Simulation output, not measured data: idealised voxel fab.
The following process module bears the name voxel self aligned vias.
Square cells of 5 nm make up the cross-section cut, whose width is 165 nm.
We lay out every cross-section as a grid of square cells and spell it out in bands from the top down, where one band means one or more rows of cells. Within each band entry, the heights of the top and of the bottom of the band appear first, in that order and in nm; the materials of the band then follow from left to right, each with its corresponding width in nm. The designation "all across" on a single material indicates that it fills the band from edge to edge; the designation "blank" indicates empty space. Below 0: as-received wafer, all one material; heights counted from there. Lowest band: no bottom, goes on down, written "0 -> down". Width spec "30->40" -> top row of cells at first value, bottom row at second value, equal per-row change in between. "no alterations made" -> step changed no cross-section cell. "Enclosed void entries" specifies each empty space that is not open to the top and that occupies no fewer than 8 cells, using the form width x height at distance, the distance measured from the left edge and all three quantities in nm. Where a step's line continues beyond its settings, the continuation is a remark by the simulator itself on that step. overlay nm: how far to the right of its planned place the mask lay on this masked step (negative: to the left).
## These are the steps we planned for the process
| 1 | RECEIVE | material Si |
| 2 | CONFORMAL_DEP | material SiO2 | thk nm 10 |
| 3 | CONFORMAL_DEP | material SiCN | thk nm 5 |
| 4 | DIRECTIONAL_DEP | material lowk | thk nm 25 |
| 5 | PATTERN | tone open | mask id LINES | material resist | width nm 20 | pitch nm 70 | thk nm 15 | overlay nm 0 |
| 6 | DIRECTIONAL_ETCH | etch materials lowk | depth nm 25 |
| 7 | STRIP | etch materials resist |
| 8 | CONFORMAL_DEP | material TiN | thk nm 5 |
| 9 | FILL_DEP | material Ru | thk nm 10 |
| 10 | CMP | height nm 40 |
| 11 | SELECTIVE_ETCH | etch materials W Ru TiN | depth nm 10 |
| 12 | FILL_DEP | material SiN | thk nm 10 |
| 13 | CMP | height nm 40 |
| 14 | DIRECTIONAL_DEP | material lowk | thk nm 20 |
| 15 | MASKED_ETCH | tone open | mask id VIAS | width nm 40 | etch materials lowk | depth nm 20 | overlay nm 0 |
| 16 | MASKED_ETCH | tone open | mask id VIAS | width nm 40 | etch materials SiN | depth nm 10 | overlay nm 0 |
| 17 | CONFORMAL_DEP | material TiN | thk nm 5 |
| 18 | FILL_DEP | material Ru | thk nm 5 |
| 19 | CMP | height nm 60 |
| 20 | CONFORMAL_DEP | material SiCN | thk nm 5 |
## First of two wafers: run as planned
## Here's what the wafer looked like in cross-section when it arrived - that's after step 1
  0 -> down: Si all across
  Enclosed void entries: none
## The following cross-section depicts the wafer upon completion of step 2
  10 -> 0: SiO2 all across
  Everything under 0 stays put, no change at all.
## The following cross-section depicts the wafer upon completion of step 3
  15 -> 10: SiCN all across
  Everything under 10 stays put, no change at all.
## The following cross-section depicts the wafer upon completion of step 4
  40 -> 15: lowk all across
  Everything under 15 stays put, no change at all.
## The following cross-section depicts the wafer upon completion of step 5
  55 -> 40: 35 nm resist  20 nm blank  50 nm resist  20 nm blank  40 nm resist
  Everything under 40 stays put, no change at all.
## The following cross-section depicts the wafer upon completion of step 6
  55 -> 40: 35 nm resist  20 nm blank  50 nm resist  20 nm blank  40 nm resist
  40 -> 15: 35 nm lowk  20 nm blank  50 nm lowk  20 nm blank  40 nm lowk
  Everything under 15 stays put, no change at all.
## The following cross-section depicts the wafer upon completion of step 7
  40 -> 15: 35 nm lowk  20 nm blank  50 nm lowk  20 nm blank  40 nm lowk
  Everything under 15 stays put, no change at all.
## The following cross-section depicts the wafer upon completion of step 8
  45 -> 40: 40 nm TiN  10 nm blank  60 nm TiN  10 nm blank  45 nm TiN
  40 -> 20: 35 nm lowk  5 nm TiN  10 nm blank  5 nm TiN  50 nm lowk  5 nm TiN  10 nm blank  5 nm TiN  40 nm lowk
  20 -> 15: 35 nm lowk  20 nm TiN  50 nm lowk  20 nm TiN  40 nm lowk
  Everything under 15 stays put, no change at all.
## The following cross-section depicts the wafer upon completion of step 9
  55 -> 45: Ru all across
  45 -> 40: 40 nm TiN  10 nm Ru  60 nm TiN  10 nm Ru  45 nm TiN
  40 -> 20: 35 nm lowk  5 nm TiN  10 nm Ru  5 nm TiN  50 nm lowk  5 nm TiN  10 nm Ru  5 nm TiN  40 nm lowk
  Everything under 20 stays put, no change at all.
## The following cross-section depicts the wafer upon completion of step 10
  40 -> 20: 35 nm lowk  5 nm TiN  10 nm Ru  5 nm TiN  50 nm lowk  5 nm TiN  10 nm Ru  5 nm TiN  40 nm lowk
  Everything under 20 stays put, no change at all.
## The following cross-section depicts the wafer upon completion of step 11
  40 -> 30: 35 nm lowk  20 nm blank  50 nm lowk  20 nm blank  40 nm lowk
  Everything under 30 stays put, no change at all.
## The following cross-section depicts the wafer upon completion of step 12
  50 -> 40: SiN all across
  40 -> 30: 35 nm lowk  20 nm SiN  50 nm lowk  20 nm SiN  40 nm lowk
  Everything under 30 stays put, no change at all.
## The following cross-section depicts the wafer upon completion of step 13
  40 -> 30: 35 nm lowk  20 nm SiN  50 nm lowk  20 nm SiN  40 nm lowk
  Everything under 30 stays put, no change at all.
## The following cross-section depicts the wafer upon completion of step 14
  60 -> 40: lowk all across
  Everything under 40 stays put, no change at all.
## The following cross-section depicts the wafer upon completion of step 15
  60 -> 40: 25 nm lowk  40 nm blank  100 nm lowk
  Everything under 40 stays put, no change at all.
## The following cross-section depicts the wafer upon completion of step 16
  60 -> 40: 25 nm lowk  40 nm blank  100 nm lowk
  40 -> 30: 35 nm lowk  20 nm blank  50 nm lowk  20 nm SiN  40 nm lowk
  Everything under 30 stays put, no change at all.
## The following cross-section depicts the wafer upon completion of step 17
  65 -> 60: 30 nm TiN  30 nm blank  105 nm TiN
  60 -> 45: 25 nm lowk  5 nm TiN  30 nm blank  5 nm TiN  100 nm lowk
  45 -> 40: 25 nm lowk  15 nm TiN  10 nm blank  15 nm TiN  100 nm lowk
  40 -> 35: 35 nm lowk  5 nm TiN  10 nm blank  5 nm TiN  50 nm lowk  20 nm SiN  40 nm lowk
  35 -> 30: 35 nm lowk  20 nm TiN  50 nm lowk  20 nm SiN  40 nm lowk
  Everything under 30 stays put, no change at all.
## The following cross-section depicts the wafer upon completion of step 18
  70 -> 65: Ru all across
  65 -> 60: 30 nm TiN  30 nm Ru  105 nm TiN
  60 -> 45: 25 nm lowk  5 nm TiN  30 nm Ru  5 nm TiN  100 nm lowk
  45 -> 40: 25 nm lowk  15 nm TiN  10 nm Ru  15 nm TiN  100 nm lowk
  40 -> 35: 35 nm lowk  5 nm TiN  10 nm Ru  5 nm TiN  50 nm lowk  20 nm SiN  40 nm lowk
  Everything under 35 stays put, no change at all.
## The following cross-section depicts the wafer upon completion of step 19
  60 -> 45: 25 nm lowk  5 nm TiN  30 nm Ru  5 nm TiN  100 nm lowk
  Everything under 45 stays put, no change at all.
## The following cross-section depicts the wafer upon completion of step 20
  65 -> 60: SiCN all across
  Everything under 60 stays put, no change at all.
## second wafer: like start, like plan, one mistake. Through step 1 it matches the first wafer
Cross-section of the second wafer at the time step 2 of the plan should have ended: no alterations made
## Cross-section of the second wafer at the time step 3 of the plan should have ended
  5 -> 0: SiCN all across
  Everything under 0 stays put, no change at all.
## Cross-section of the second wafer at the time step 4 of the plan should have ended
  30 -> 5: lowk all across
  Everything under 5 stays put, no change at all.
## Cross-section of the second wafer at the time step 5 of the plan should have ended
  45 -> 30: 35 nm resist  20 nm blank  50 nm resist  20 nm blank  40 nm resist
  Everything under 30 stays put, no change at all.
## Cross-section of the second wafer at the time step 6 of the plan should have ended
  45 -> 30: 35 nm resist  20 nm blank  50 nm resist  20 nm blank  40 nm resist
  30 -> 5: 35 nm lowk  20 nm blank  50 nm lowk  20 nm blank  40 nm lowk
  Everything under 5 stays put, no change at all.
## Cross-section of the second wafer at the time step 7 of the plan should have ended
  30 -> 5: 35 nm lowk  20 nm blank  50 nm lowk  20 nm blank  40 nm lowk
  Everything under 5 stays put, no change at all.
## Cross-section of the second wafer at the time step 8 of the plan should have ended
  35 -> 30: 40 nm TiN  10 nm blank  60 nm TiN  10 nm blank  45 nm TiN
  30 -> 10: 35 nm lowk  5 nm TiN  10 nm blank  5 nm TiN  50 nm lowk  5 nm TiN  10 nm blank  5 nm TiN  40 nm lowk
  10 -> 5: 35 nm lowk  20 nm TiN  50 nm lowk  20 nm TiN  40 nm lowk
  Everything under 5 stays put, no change at all.
## Cross-section of the second wafer at the time step 9 of the plan should have ended
  45 -> 35: Ru all across
  35 -> 30: 40 nm TiN  10 nm Ru  60 nm TiN  10 nm Ru  45 nm TiN
  30 -> 10: 35 nm lowk  5 nm TiN  10 nm Ru  5 nm TiN  50 nm lowk  5 nm TiN  10 nm Ru  5 nm TiN  40 nm lowk
  Everything under 10 stays put, no change at all.
## Cross-section of the second wafer at the time step 10 of the plan should have ended
  40 -> 35: Ru all across
  Everything under 35 stays put, no change at all.
## Cross-section of the second wafer at the time step 11 of the plan should have ended
  30 -> 10: 35 nm lowk  5 nm TiN  10 nm Ru  5 nm TiN  50 nm lowk  5 nm TiN  10 nm Ru  5 nm TiN  40 nm lowk
  Everything under 10 stays put, no change at all.
## Cross-section of the second wafer at the time step 12 of the plan should have ended
  40 -> 30: SiN all across
  Everything under 30 stays put, no change at all.
Cross-section of the second wafer at the time step 13 of the plan should have ended: no alterations made
## Cross-section of the second wafer at the time step 14 of the plan should have ended
  60 -> 40: lowk all across
  Everything under 40 stays put, no change at all.
## Cross-section of the second wafer at the time step 15 of the plan should have ended
  60 -> 40: 25 nm lowk  40 nm blank  100 nm lowk
  Everything under 40 stays put, no change at all.
## Cross-section of the second wafer at the time step 16 of the plan should have ended
  60 -> 40: 25 nm lowk  40 nm blank  100 nm lowk
  40 -> 30: 25 nm SiN  40 nm blank  100 nm SiN
  Everything under 30 stays put, no change at all.
## Cross-section of the second wafer at the time step 17 of the plan should have ended
  65 -> 60: 30 nm TiN  30 nm blank  105 nm TiN
  60 -> 40: 25 nm lowk  5 nm TiN  30 nm blank  5 nm TiN  100 nm lowk
  40 -> 35: 25 nm SiN  5 nm TiN  30 nm blank  5 nm TiN  100 nm SiN
  35 -> 30: 25 nm SiN  40 nm TiN  100 nm SiN
  Everything under 30 stays put, no change at all.
## Cross-section of the second wafer at the time step 18 of the plan should have ended
  70 -> 65: Ru all across
  65 -> 60: 30 nm TiN  30 nm Ru  105 nm TiN
  60 -> 40: 25 nm lowk  5 nm TiN  30 nm Ru  5 nm TiN  100 nm lowk
  40 -> 35: 25 nm SiN  5 nm TiN  30 nm Ru  5 nm TiN  100 nm SiN
  Everything under 35 stays put, no change at all.
## Cross-section of the second wafer at the time step 19 of the plan should have ended
  60 -> 40: 25 nm lowk  5 nm TiN  30 nm Ru  5 nm TiN  100 nm lowk
  Everything under 40 stays put, no change at all.
## Cross-section of the second wafer at the time step 20 of the plan should have ended
  65 -> 60: SiCN all across
  Everything under 60 stays put, no change at all.
In executing the process, a mistake was made relative to the plan: step 2 of the plan did not run at all; it was left out
The second wafer ends with more or fewer cells of some materials than the first, per final count: Ru: 16 more, SiN: 42 more, SiO2: 66 fewer, TiN: 8 more
